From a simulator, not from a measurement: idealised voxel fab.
Process module in this document: voxel plated lines
Xsec cut, 190 nm wide, square cell size 5 nm.
Just so we're on the same page, the cross-sections are grids of square cells, and they're listed out in bands top to bottom, each band one or more rows deep.
It is stipulated that each band's entry specify, in nanometres, the height of the top of the band and then that of its bottom, followed by the materials of the band in left-to-right sequence, each together with its width in nanometres. A single material marked by the word "all across" is understood to fill the band from edge to edge; the word "blank" is understood to denote empty space.
Ref level 0: as-received wafer is one material below here. Bottom band extends down with no lower bound ("0 nm and below").
When a width is written as two numbers, as in "30->40", the first number is the width in the top row of cells of the band and the second is the width in its bottom row, and the width changes by the same amount from each row to the next.
Where a step carries "no change", the cross-section came out of it unchanged, cell for cell.
In the "Closed void roster" entry, you get each enclosed empty space of 8 cells or more, one with no open way to the top, written width x height at distance, distance from the left edge, in nm.
Where a step's line continues beyond its settings, the continuation is a remark by the simulator itself on that step.
The optional step-line setting "overlay nm" applies to steps with a mask and quantifies how far to the right of its planned location the mask lay, a negative value indicating leftward placement.

Steps in the process plan
1,RECEIVE, material Si
2,CONFORMAL_DEP, material Al2O3, thk nm 15
3,DIRECTIONAL_DEP, material TiN, thk nm 5
4,PATTERN, tone open, mask id LINES, material resist, width nm 20, pitch nm 40, thk nm 15, overlay nm 0
5,EPI, material Ru, thk nm 10
6,STRIP, etch materials resist
7,DIRECTIONAL_ETCH, etch materials TiN, depth nm 5
8,CONFORMAL_DEP, material SiCN, thk nm 5

The first wafer of two, processed as planned

Wafer cross-section on receipt, i.e. after step 1
  0 nm and below  Si all across
  Closed void roster: none

Sectional view: wafer, after step 2
  15 nm to 0 nm  Al2O3 all across
  Beneath the level 0, the cross-section is identical to its previous state.

Sectional view: wafer, after step 3
  20 nm to 15 nm  TiN all across
  Beneath the level 15, the cross-section is identical to its previous state.

Sectional view: wafer, after step 4
  35 nm to 20 nm  resist (45); blank (20); resist (20); blank (20); resist (20); blank (20); resist (45)
  Beneath the level 20, the cross-section is identical to its previous state.

Sectional view: wafer, after step 5
  35 nm to 30 nm  resist (45); blank (20); resist (20); blank (20); resist (20); blank (20); resist (45)
  30 nm to 20 nm  resist (45); Ru (20); resist (20); Ru (20); resist (20); Ru (20); resist (45)
  Beneath the level 20, the cross-section is identical to its previous state.

Sectional view: wafer, after step 6
  30 nm to 20 nm  blank (45); Ru (20); blank (20); Ru (20); blank (20); Ru (20); blank (45)
  Beneath the level 20, the cross-section is identical to its previous state.

Sectional view: wafer, after step 7
  30 nm to 20 nm  blank (45); Ru (20); blank (20); Ru (20); blank (20); Ru (20); blank (45)
  20 nm to 15 nm  blank (45); TiN (20); blank (20); TiN (20); blank (20); TiN (20); blank (45)
  Beneath the level 15, the cross-section is identical to its previous state.

Sectional view: wafer, after step 8
  35 nm to 30 nm  blank (40); SiCN (30); blank (10); SiCN (30); blank (10); SiCN (30); blank (40)
  30 nm to 20 nm  blank (40); SiCN (5); Ru (20); SiCN (5); blank (10); SiCN (5); Ru (20); SiCN (5); blank (10); SiCN (5); Ru (20); SiCN (5); blank (40)
  20 nm to 15 nm  SiCN (45); TiN (20); SiCN (20); TiN (20); SiCN (20); TiN (20); SiCN (45)
  Beneath the level 15, the cross-section is identical to its previous state.

Companion wafer, the second of two: same beginning, same intended sequence, one mistake in carrying it out; through step 3 inclusive it tracks the first exactly

Second wafer cross-section, taken as of the time the plan sets for step 4 to be done
  25 nm to 20 nm  resist (45); blank (20); resist (20); blank (20); resist (20); blank (20); resist (45)
  Beneath the level 20, the cross-section is identical to its previous state.

Second wafer cross-section, taken as of the time the plan sets for step 5 to be done
  30 nm to 25 nm  blank (40); Ru (30); blank (10); Ru (30); blank (10); Ru (30); blank (40)
  25 nm to 20 nm  resist (45); Ru (20); resist (20); Ru (20); resist (20); Ru (20); resist (45)
  Beneath the level 20, the cross-section is identical to its previous state.

Second wafer cross-section, taken as of the time the plan sets for step 6 to be done
  30 nm to 20 nm  blank (40->45); Ru (30->20); blank (10->20); Ru (30->20); blank (10->20); Ru (30->20); blank (40->45)
  Beneath the level 20, the cross-section is identical to its previous state.

Second wafer cross-section, taken as of the time the plan sets for step 7 to be done
  30 nm to 20 nm  blank (40->45); Ru (30->20); blank (10->20); Ru (30->20); blank (10->20); Ru (30->20); blank (40->45)
  20 nm to 15 nm  blank (40); TiN (30); blank (10); TiN (30); blank (10); TiN (30); blank (40)
  Beneath the level 15, the cross-section is identical to its previous state.

Second wafer cross-section, taken as of the time the plan sets for step 8 to be done
  35 nm to 30 nm  blank (35); SiCN (120); blank (35)
  30 nm to 20 nm  blank (35); SiCN (5->10); Ru (30->20); SiCN (10->20); Ru (30->20); SiCN (10->20); Ru (30->20); SiCN (5->10); blank (35)
  20 nm to 15 nm  SiCN (40); TiN (30); SiCN (10); TiN (30); SiCN (10); TiN (30); SiCN (40)
  Beneath the level 15, the cross-section is identical to its previous state.
Want to know what went wrong? contrary to plan, step 4 was performed as PATTERN, tone open, mask id LINES, material resist, width nm 20, pitch nm 40, thk nm 5, overlay nm 0
Wafer comparison, final, in cells, second relative to first, materials more or fewer: 6 more of Ru | 6 more of SiCN | 6 more of TiN
